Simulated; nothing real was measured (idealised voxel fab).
The name of this process module is voxel spacer lines.
Displayed cross-section: cut, width of 280 nm, square cells sized 5 nm.
Just so we're on the same page, the cross-sections are grids of square cells, and they're listed out in bands top to bottom, each band one or more rows deep. In this notation a band is specified by the heights of its top and bottom, in that order and in nm, after which its materials appear from left to right, each paired with its width in nm. The word "full width" attached to a single material means that material fills the band from edge to edge; the word "air" stands for empty space. Counting heights begins at 0, where everything beneath is, in the wafer as received, one material. The lowest band has no bottom; it goes on downwards, as "0 nm and below" shows. Width spec "30..40" -> top row of cells at first value, bottom row at second value, equal per-row change in between. Where the words "no alteration" appear for a step, the cross-section shows no cell changed by that step; every cell remained as before. The entry titled "Closed void listing" provides the empty spaces that have no open way to the top, restricted to those of 8 cells or more. Each is presented as width x height at distance, the distance being measured from the left edge, with all three in nm. On a step's line, text after the settings is the simulator commenting on that step. "overlay nm" denotes, for a step that has a mask, the displacement of the mask to the right of its planned place, with negative values corresponding to the left.

## Here's what the planned process steps look like
step 1: RECEIVE,material Si
step 2: CONFORMAL_DEP,material Al2O3,thk nm 5
step 3: DIRECTIONAL_DEP,material SiN,thk nm 20
step 4: DIRECTIONAL_DEP,material polySi,thk nm 25
step 5: PATTERN,tone cover,mask id MANDREL,material resist,width nm 20,pitch nm 60,thk nm 30,overlay nm 0
step 6: DIRECTIONAL_ETCH,etch materials polySi,depth nm 25
step 7: STRIP,etch materials resist
step 8: CONFORMAL_DEP,material SiO2,thk nm 10
step 9: DIRECTIONAL_ETCH,etch materials SiO2,depth nm 10
step 10: STRIP,etch materials polySi
step 11: DIRECTIONAL_ETCH,etch materials SiN,depth nm 20
step 12: STRIP,etch materials SiO2

## The first of a set of two wafers, run to plan

## Incoming wafer in cross-section (state: after step 1)
- 0 nm and below | Si full width
- Closed void listing: none

## The wafer in cross-section once step 2 is complete
- 5 nm to 0 nm | Al2O3 full width
- Everything under 0 stays put, no change at all.

## The wafer in cross-section once step 3 is complete
- 25 nm to 5 nm | SiN full width
- Everything under 5 stays put, no change at all.

## The wafer in cross-section once step 4 is complete
- 50 nm to 25 nm | polySi full width
- Everything under 25 stays put, no change at all.

## The wafer in cross-section once step 5 is complete
- 80 nm to 50 nm | air 70 nm, resist 20 nm, air 40 nm, resist 20 nm, air 40 nm, resist 20 nm, air 70 nm
- Everything under 50 stays put, no change at all.

## The wafer in cross-section once step 6 is complete
- 80 nm to 50 nm | air 70 nm, resist 20 nm, air 40 nm, resist 20 nm, air 40 nm, resist 20 nm, air 70 nm
- 50 nm to 25 nm | air 70 nm, polySi 20 nm, air 40 nm, polySi 20 nm, air 40 nm, polySi 20 nm, air 70 nm
- Everything under 25 stays put, no change at all.

## The wafer in cross-section once step 7 is complete
- 50 nm to 25 nm | air 70 nm, polySi 20 nm, air 40 nm, polySi 20 nm, air 40 nm, polySi 20 nm, air 70 nm
- Everything under 25 stays put, no change at all.

## The wafer in cross-section once step 8 is complete
- 60 nm to 50 nm | air 60 nm, SiO2 40 nm, air 20 nm, SiO2 40 nm, air 20 nm, SiO2 40 nm, air 60 nm
- 50 nm to 35 nm | air 60 nm, SiO2 10 nm, polySi 20 nm, SiO2 10 nm, air 20 nm, SiO2 10 nm, polySi 20 nm, SiO2 10 nm, air 20 nm, SiO2 10 nm, polySi 20 nm, SiO2 10 nm, air 60 nm
- 35 nm to 25 nm | SiO2 70 nm, polySi 20 nm, SiO2 40 nm, polySi 20 nm, SiO2 40 nm, polySi 20 nm, SiO2 70 nm
- Everything under 25 stays put, no change at all.

## The wafer in cross-section once step 9 is complete
- 50 nm to 25 nm | air 60 nm, SiO2 10 nm, polySi 20 nm, SiO2 10 nm, air 20 nm, SiO2 10 nm, polySi 20 nm, SiO2 10 nm, air 20 nm, SiO2 10 nm, polySi 20 nm, SiO2 10 nm, air 60 nm
- Everything under 25 stays put, no change at all.

## The wafer in cross-section once step 10 is complete
- 50 nm to 25 nm | air 60 nm, SiO2 10 nm, air 20 nm, SiO2 10 nm, air 20 nm, SiO2 10 nm, air 20 nm, SiO2 10 nm, air 20 nm, SiO2 10 nm, air 20 nm, SiO2 10 nm, air 60 nm
- Everything under 25 stays put, no change at all.

## The wafer in cross-section once step 11 is complete
- 50 nm to 25 nm | air 60 nm, SiO2 10 nm, air 20 nm, SiO2 10 nm, air 20 nm, SiO2 10 nm, air 20 nm, SiO2 10 nm, air 20 nm, SiO2 10 nm, air 20 nm, SiO2 10 nm, air 60 nm
- 25 nm to 5 nm | air 60 nm, SiN 10 nm, air 20 nm, SiN 10 nm, air 20 nm, SiN 10 nm, air 20 nm, SiN 10 nm, air 20 nm, SiN 10 nm, air 20 nm, SiN 10 nm, air 60 nm
- Everything under 5 stays put, no change at all.

## The wafer in cross-section once step 12 is complete
- 25 nm to 5 nm | air 60 nm, SiN 10 nm, air 20 nm, SiN 10 nm, air 20 nm, SiN 10 nm, air 20 nm, SiN 10 nm, air 20 nm, SiN 10 nm, air 20 nm, SiN 10 nm, air 60 nm
- Everything under 5 stays put, no change at all.

## Notes, second wafer: start = first wafer's, plan = first wafer's, execution had one mistake; history identical to first through step 1

Cross-section of the second wafer at the time by which step 2 should have been completed according to the plan: no alteration

## Cross-section of the second wafer at the time by which step 3 should have been completed according to the plan
- 20 nm to 0 nm | SiN full width
- Everything under 0 stays put, no change at all.

## Cross-section of the second wafer at the time by which step 4 should have been completed according to the plan
- 45 nm to 20 nm | polySi full width
- Everything under 20 stays put, no change at all.

## Cross-section of the second wafer at the time by which step 5 should have been completed according to the plan
- 75 nm to 45 nm | air 70 nm, resist 20 nm, air 40 nm, resist 20 nm, air 40 nm, resist 20 nm, air 70 nm
- Everything under 45 stays put, no change at all.

## Cross-section of the second wafer at the time by which step 6 should have been completed according to the plan
- 75 nm to 45 nm | air 70 nm, resist 20 nm, air 40 nm, resist 20 nm, air 40 nm, resist 20 nm, air 70 nm
- 45 nm to 20 nm | air 70 nm, polySi 20 nm, air 40 nm, polySi 20 nm, air 40 nm, polySi 20 nm, air 70 nm
- Everything under 20 stays put, no change at all.

## Cross-section of the second wafer at the time by which step 7 should have been completed according to the plan
- 45 nm to 20 nm | air 70 nm, polySi 20 nm, air 40 nm, polySi 20 nm, air 40 nm, polySi 20 nm, air 70 nm
- Everything under 20 stays put, no change at all.

## Cross-section of the second wafer at the time by which step 8 should have been completed according to the plan
- 55 nm to 45 nm | air 60 nm, SiO2 40 nm, air 20 nm, SiO2 40 nm, air 20 nm, SiO2 40 nm, air 60 nm
- 45 nm to 30 nm | air 60 nm, SiO2 10 nm, polySi 20 nm, SiO2 10 nm, air 20 nm, SiO2 10 nm, polySi 20 nm, SiO2 10 nm, air 20 nm, SiO2 10 nm, polySi 20 nm, SiO2 10 nm, air 60 nm
- 30 nm to 20 nm | SiO2 70 nm, polySi 20 nm, SiO2 40 nm, polySi 20 nm, SiO2 40 nm, polySi 20 nm, SiO2 70 nm
- Everything under 20 stays put, no change at all.

## Cross-section of the second wafer at the time by which step 9 should have been completed according to the plan
- 45 nm to 20 nm | air 60 nm, SiO2 10 nm, polySi 20 nm, SiO2 10 nm, air 20 nm, SiO2 10 nm, polySi 20 nm, SiO2 10 nm, air 20 nm, SiO2 10 nm, polySi 20 nm, SiO2 10 nm, air 60 nm
- Everything under 20 stays put, no change at all.

## Cross-section of the second wafer at the time by which step 10 should have been completed according to the plan
- 45 nm to 20 nm | air 60 nm, SiO2 10 nm, air 20 nm, SiO2 10 nm, air 20 nm, SiO2 10 nm, air 20 nm, SiO2 10 nm, air 20 nm, SiO2 10 nm, air 20 nm, SiO2 10 nm, air 60 nm
- Everything under 20 stays put, no change at all.

## Cross-section of the second wafer at the time by which step 11 should have been completed according to the plan
- 45 nm to 20 nm | air 60 nm, SiO2 10 nm, air 20 nm, SiO2 10 nm, air 20 nm, SiO2 10 nm, air 20 nm, SiO2 10 nm, air 20 nm, SiO2 10 nm, air 20 nm, SiO2 10 nm, air 60 nm
- 20 nm to 0 nm | air 60 nm, SiN 10 nm, air 20 nm, SiN 10 nm, air 20 nm, SiN 10 nm, air 20 nm, SiN 10 nm, air 20 nm, SiN 10 nm, air 20 nm, SiN 10 nm, air 60 nm
- Everything under 0 stays put, no change at all.

## Cross-section of the second wafer at the time by which step 12 should have been completed according to the plan
- 20 nm to 0 nm | air 60 nm, SiN 10 nm, air 20 nm, SiN 10 nm, air 20 nm, SiN 10 nm, air 20 nm, SiN 10 nm, air 20 nm, SiN 10 nm, air 20 nm, SiN 10 nm, air 60 nm
- Everything under 0 stays put, no change at all.
Finding, execution versus plan: step 2 of the plan got skipped, so it never ran
FYI, end of process, the second wafer has more or fewer cells of some materials than the first: Al2O3 -56
